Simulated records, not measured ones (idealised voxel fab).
Documented hereafter: the process module known as voxel self aligned vias.
The cross-section on display is named cut; it measures 275 nm wide, and its cells are 5 nm squares.
Throughout this document, each cross-section is represented as a grid of square cells and is presented as a sequence of bands enumerated from the top downward, where a band comprises one or more rows of cells. What a band's entry tells you: where the top is and where the bottom is, as heights in nm, and after that what lies inside, material by material from left to right, each with its width in nm. Empty space is written as the word "blank", and a single material marked with the word "edge to edge" occupies the band from edge to edge. Heights are measured from 0, the level below which the as-received wafer is all one material; the lowest band has no bottom and continues downward, written as in "from 0 down". Graded width ("30 to 40"): value in top row of band = first number; value in bottom row = second number; row-to-row change constant. No cell of the cross-section changed in a step that is given as "no change". The label "Catalogued sealed voids" introduces a list of the empty spaces, 8 cells or larger, that have no open way up to the top; each entry in it reads width x height at distance, where the distance is taken from the left edge and all three are stated in nm. Whatever follows a step's settings on its line is a remark the simulator itself makes about that step. When a step includes a mask, the "overlay nm" setting on its line states how far to the right of its planned place that mask lay, and negative values state how far to the left.

# Process steps (planned)
- 1: RECEIVE, material Si
- 2: CONFORMAL_DEP, material SiO2, thk nm 15
- 3: CONFORMAL_DEP, material SiCN, thk nm 5
- 4: DIRECTIONAL_DEP, material SiO2, thk nm 20
- 5: PATTERN, tone open, mask id LINES, material resist, width nm 20, pitch nm 55, thk nm 15, overlay nm 0
- 6: DIRECTIONAL_ETCH, etch materials SiO2, depth nm 20
- 7: STRIP, etch materials resist
- 8: CONFORMAL_DEP, material TiN, thk nm 5
- 9: FILL_DEP, material Ru, thk nm 5
- 10: CMP, height nm 40
- 11: SELECTIVE_ETCH, etch materials W Ru TiN, depth nm 10
- 12: FILL_DEP, material SiN, thk nm 5
- 13: CMP, height nm 40
- 14: DIRECTIONAL_DEP, material SiO2, thk nm 15
- 15: MASKED_ETCH, tone open, mask id VIAS, width nm 30, pitch nm 55, etch materials SiO2, depth nm 15, overlay nm 0
- 16: MASKED_ETCH, tone open, mask id VIAS, width nm 30, pitch nm 55, etch materials SiN, depth nm 10, overlay nm 0
- 17: CONFORMAL_DEP, material TiN, thk nm 5
- 18: FILL_DEP, material W, thk nm 5
- 19: CMP, height nm 55
- 20: CONFORMAL_DEP, material SiCN, thk nm 5

# First of the two wafers, run per plan

# Cross-section of the wafer at receipt, which is the condition after step 1
	from 0 down | Si edge to edge
	Catalogued sealed voids: none

# Cross-section through the wafer, step 2 finished
	from 15 to 0 | SiO2 edge to edge
	Below 0, no change.

# Cross-section through the wafer, step 3 finished
	from 20 to 15 | SiCN edge to edge
	Below 15, no change.

# Cross-section through the wafer, step 4 finished
	from 40 to 20 | SiO2 edge to edge
	Below 20, no change.

# Cross-section through the wafer, step 5 finished
	from 55 to 40 | resist (70) | blank (20) | resist (35) | blank (20) | resist (35) | blank (20) | resist (75)
	Below 40, no change.

# Cross-section through the wafer, step 6 finished
	from 55 to 40 | resist (70) | blank (20) | resist (35) | blank (20) | resist (35) | blank (20) | resist (75)
	from 40 to 20 | SiO2 (70) | blank (20) | SiO2 (35) | blank (20) | SiO2 (35) | blank (20) | SiO2 (75)
	Below 20, no change.

# Cross-section through the wafer, step 7 finished
	from 40 to 20 | SiO2 (70) | blank (20) | SiO2 (35) | blank (20) | SiO2 (35) | blank (20) | SiO2 (75)
	Below 20, no change.

# Cross-section through the wafer, step 8 finished
	from 45 to 40 | TiN (75) | blank (10) | TiN (45) | blank (10) | TiN (45) | blank (10) | TiN (80)
	from 40 to 25 | SiO2 (70) | TiN (5) | blank (10) | TiN (5) | SiO2 (35) | TiN (5) | blank (10) | TiN (5) | SiO2 (35) | TiN (5) | blank (10) | TiN (5) | SiO2 (75)
	from 25 to 20 | SiO2 (70) | TiN (20) | SiO2 (35) | TiN (20) | SiO2 (35) | TiN (20) | SiO2 (75)
	Below 20, no change.

# Cross-section through the wafer, step 9 finished
	from 50 to 45 | Ru edge to edge
	from 45 to 40 | TiN (75) | Ru (10) | TiN (45) | Ru (10) | TiN (45) | Ru (10) | TiN (80)
	from 40 to 25 | SiO2 (70) | TiN (5) | Ru (10) | TiN (5) | SiO2 (35) | TiN (5) | Ru (10) | TiN (5) | SiO2 (35) | TiN (5) | Ru (10) | TiN (5) | SiO2 (75)
	Below 25, no change.

# Cross-section through the wafer, step 10 finished
	from 40 to 25 | SiO2 (70) | TiN (5) | Ru (10) | TiN (5) | SiO2 (35) | TiN (5) | Ru (10) | TiN (5) | SiO2 (35) | TiN (5) | Ru (10) | TiN (5) | SiO2 (75)
	Below 25, no change.

# Cross-section through the wafer, step 11 finished
	from 40 to 30 | SiO2 (70) | blank (20) | SiO2 (35) | blank (20) | SiO2 (35) | blank (20) | SiO2 (75)
	Below 30, no change.

# Cross-section through the wafer, step 12 finished
	from 45 to 40 | SiN edge to edge
	from 40 to 30 | SiO2 (70) | SiN (20) | SiO2 (35) | SiN (20) | SiO2 (35) | SiN (20) | SiO2 (75)
	Below 30, no change.

# Cross-section through the wafer, step 13 finished
	from 40 to 30 | SiO2 (70) | SiN (20) | SiO2 (35) | SiN (20) | SiO2 (35) | SiN (20) | SiO2 (75)
	Below 30, no change.

# Cross-section through the wafer, step 14 finished
	from 55 to 40 | SiO2 edge to edge
	Below 40, no change.

# Cross-section through the wafer, step 15 finished
	from 55 to 40 | SiO2 (65) | blank (30) | SiO2 (25) | blank (30) | SiO2 (25) | blank (30) | SiO2 (70)
	Below 40, no change.

# Cross-section through the wafer, step 16 finished
	from 55 to 40 | SiO2 (65) | blank (30) | SiO2 (25) | blank (30) | SiO2 (25) | blank (30) | SiO2 (70)
	from 40 to 30 | SiO2 (70) | blank (20) | SiO2 (35) | blank (20) | SiO2 (35) | blank (20) | SiO2 (75)
	Below 30, no change.

# Cross-section through the wafer, step 17 finished
	from 60 to 55 | TiN (70) | blank (20) | TiN (35) | blank (20) | TiN (35) | blank (20) | TiN (75)
	from 55 to 45 | SiO2 (65) | TiN (5) | blank (20) | TiN (5) | SiO2 (25) | TiN (5) | blank (20) | TiN (5) | SiO2 (25) | TiN (5) | blank (20) | TiN (5) | SiO2 (70)
	from 45 to 35 | SiO2 (65 to 70) | TiN (10 to 5) | blank (10) | TiN (10 to 5) | SiO2 (25 to 35) | TiN (10 to 5) | blank (10) | TiN (10 to 5) | SiO2 (25 to 35) | TiN (10 to 5) | blank (10) | TiN (10 to 5) | SiO2 (70 to 75)
	from 35 to 30 | SiO2 (70) | TiN (20) | SiO2 (35) | TiN (20) | SiO2 (35) | TiN (20) | SiO2 (75)
	Below 30, no change.

# Cross-section through the wafer, step 18 finished
	from 65 to 60 | W edge to edge
	from 60 to 55 | TiN (70) | W (20) | TiN (35) | W (20) | TiN (35) | W (20) | TiN (75)
	from 55 to 45 | SiO2 (65) | TiN (5) | W (20) | TiN (5) | SiO2 (25) | TiN (5) | W (20) | TiN (5) | SiO2 (25) | TiN (5) | W (20) | TiN (5) | SiO2 (70)
	from 45 to 35 | SiO2 (65 to 70) | TiN (10 to 5) | W (10) | TiN (10 to 5) | SiO2 (25 to 35) | TiN (10 to 5) | W (10) | TiN (10 to 5) | SiO2 (25 to 35) | TiN (10 to 5) | W (10) | TiN (10 to 5) | SiO2 (70 to 75)
	Below 35, no change.

# Cross-section through the wafer, step 19 finished
	from 55 to 45 | SiO2 (65) | TiN (5) | W (20) | TiN (5) | SiO2 (25) | TiN (5) | W (20) | TiN (5) | SiO2 (25) | TiN (5) | W (20) | TiN (5) | SiO2 (70)
	Below 45, no change.

# Cross-section through the wafer, step 20 finished
	from 60 to 55 | SiCN edge to edge
	Below 55, no change.

# Second wafer: same start and same plan as the first, one execution error; identical to the first through step 1

# Second wafer, section view, time point: scheduled end of step 2
	from 5 to 0 | SiCN edge to edge
	Below 0, no change.

# Second wafer, section view, time point: scheduled end of step 3
	from 20 to 5 | SiO2 edge to edge
	Below 5, no change.

# Second wafer, section view, time point: scheduled end of step 4
	from 40 to 5 | SiO2 edge to edge
	Below 5, no change.

# Second wafer, section view, time point: scheduled end of step 5
	from 55 to 40 | resist (70) | blank (20) | resist (35) | blank (20) | resist (35) | blank (20) | resist (75)
	Below 40, no change.

# Second wafer, section view, time point: scheduled end of step 6
	from 55 to 40 | resist (70) | blank (20) | resist (35) | blank (20) | resist (35) | blank (20) | resist (75)
	from 40 to 20 | SiO2 (70) | blank (20) | SiO2 (35) | blank (20) | SiO2 (35) | blank (20) | SiO2 (75)
	Below 20, no change.

# Second wafer, section view, time point: scheduled end of step 7
	from 40 to 20 | SiO2 (70) | blank (20) | SiO2 (35) | blank (20) | SiO2 (35) | blank (20) | SiO2 (75)
	Below 20, no change.

# Second wafer, section view, time point: scheduled end of step 8
	from 45 to 40 | TiN (75) | blank (10) | TiN (45) | blank (10) | TiN (45) | blank (10) | TiN (80)
	from 40 to 25 | SiO2 (70) | TiN (5) | blank (10) | TiN (5) | SiO2 (35) | TiN (5) | blank (10) | TiN (5) | SiO2 (35) | TiN (5) | blank (10) | TiN (5) | SiO2 (75)
	from 25 to 20 | SiO2 (70) | TiN (20) | SiO2 (35) | TiN (20) | SiO2 (35) | TiN (20) | SiO2 (75)
	Below 20, no change.

# Second wafer, section view, time point: scheduled end of step 9
	from 50 to 45 | Ru edge to edge
	from 45 to 40 | TiN (75) | Ru (10) | TiN (45) | Ru (10) | TiN (45) | Ru (10) | TiN (80)
	from 40 to 25 | SiO2 (70) | TiN (5) | Ru (10) | TiN (5) | SiO2 (35) | TiN (5) | Ru (10) | TiN (5) | SiO2 (35) | TiN (5) | Ru (10) | TiN (5) | SiO2 (75)
	Below 25, no change.

# Second wafer, section view, time point: scheduled end of step 10
	from 40 to 25 | SiO2 (70) | TiN (5) | Ru (10) | TiN (5) | SiO2 (35) | TiN (5) | Ru (10) | TiN (5) | SiO2 (35) | TiN (5) | Ru (10) | TiN (5) | SiO2 (75)
	Below 25, no change.

# Second wafer, section view, time point: scheduled end of step 11
	from 40 to 30 | SiO2 (70) | blank (20) | SiO2 (35) | blank (20) | SiO2 (35) | blank (20) | SiO2 (75)
	Below 30, no change.

# Second wafer, section view, time point: scheduled end of step 12
	from 45 to 40 | SiN edge to edge
	from 40 to 30 | SiO2 (70) | SiN (20) | SiO2 (35) | SiN (20) | SiO2 (35) | SiN (20) | SiO2 (75)
	Below 30, no change.

# Second wafer, section view, time point: scheduled end of step 13
	from 40 to 30 | SiO2 (70) | SiN (20) | SiO2 (35) | SiN (20) | SiO2 (35) | SiN (20) | SiO2 (75)
	Below 30, no change.

# Second wafer, section view, time point: scheduled end of step 14
	from 55 to 40 | SiO2 edge to edge
	Below 40, no change.

# Second wafer, section view, time point: scheduled end of step 15
	from 55 to 40 | SiO2 (65) | blank (30) | SiO2 (25) | blank (30) | SiO2 (25) | blank (30) | SiO2 (70)
	Below 40, no change.

# Second wafer, section view, time point: scheduled end of step 16
	from 55 to 40 | SiO2 (65) | blank (30) | SiO2 (25) | blank (30) | SiO2 (25) | blank (30) | SiO2 (70)
	from 40 to 30 | SiO2 (70) | blank (20) | SiO2 (35) | blank (20) | SiO2 (35) | blank (20) | SiO2 (75)
	Below 30, no change.

# Second wafer, section view, time point: scheduled end of step 17
	from 60 to 55 | TiN (70) | blank (20) | TiN (35) | blank (20) | TiN (35) | blank (20) | TiN (75)
	from 55 to 45 | SiO2 (65) | TiN (5) | blank (20) | TiN (5) | SiO2 (25) | TiN (5) | blank (20) | TiN (5) | SiO2 (25) | TiN (5) | blank (20) | TiN (5) | SiO2 (70)
	from 45 to 35 | SiO2 (65 to 70) | TiN (10 to 5) | blank (10) | TiN (10 to 5) | SiO2 (25 to 35) | TiN (10 to 5) | blank (10) | TiN (10 to 5) | SiO2 (25 to 35) | TiN (10 to 5) | blank (10) | TiN (10 to 5) | SiO2 (70 to 75)
	from 35 to 30 | SiO2 (70) | TiN (20) | SiO2 (35) | TiN (20) | SiO2 (35) | TiN (20) | SiO2 (75)
	Below 30, no change.

# Second wafer, section view, time point: scheduled end of step 18
	from 65 to 60 | W edge to edge
	from 60 to 55 | TiN (70) | W (20) | TiN (35) | W (20) | TiN (35) | W (20) | TiN (75)
	from 55 to 45 | SiO2 (65) | TiN (5) | W (20) | TiN (5) | SiO2 (25) | TiN (5) | W (20) | TiN (5) | SiO2 (25) | TiN (5) | W (20) | TiN (5) | SiO2 (70)
	from 45 to 35 | SiO2 (65 to 70) | TiN (10 to 5) | W (10) | TiN (10 to 5) | SiO2 (25 to 35) | TiN (10 to 5) | W (10) | TiN (10 to 5) | SiO2 (25 to 35) | TiN (10 to 5) | W (10) | TiN (10 to 5) | SiO2 (70 to 75)
	Below 35, no change.

# Second wafer, section view, time point: scheduled end of step 19
	from 55 to 45 | SiO2 (65) | TiN (5) | W (20) | TiN (5) | SiO2 (25) | TiN (5) | W (20) | TiN (5) | SiO2 (25) | TiN (5) | W (20) | TiN (5) | SiO2 (70)
	Below 45, no change.

# Second wafer, section view, time point: scheduled end of step 20
	from 60 to 55 | SiCN edge to edge
	Below 55, no change.
Run error: transposition of steps 2 and 3 relative to the planned sequence
End check, second vs first wafer: material counts in cells match, positions do not.
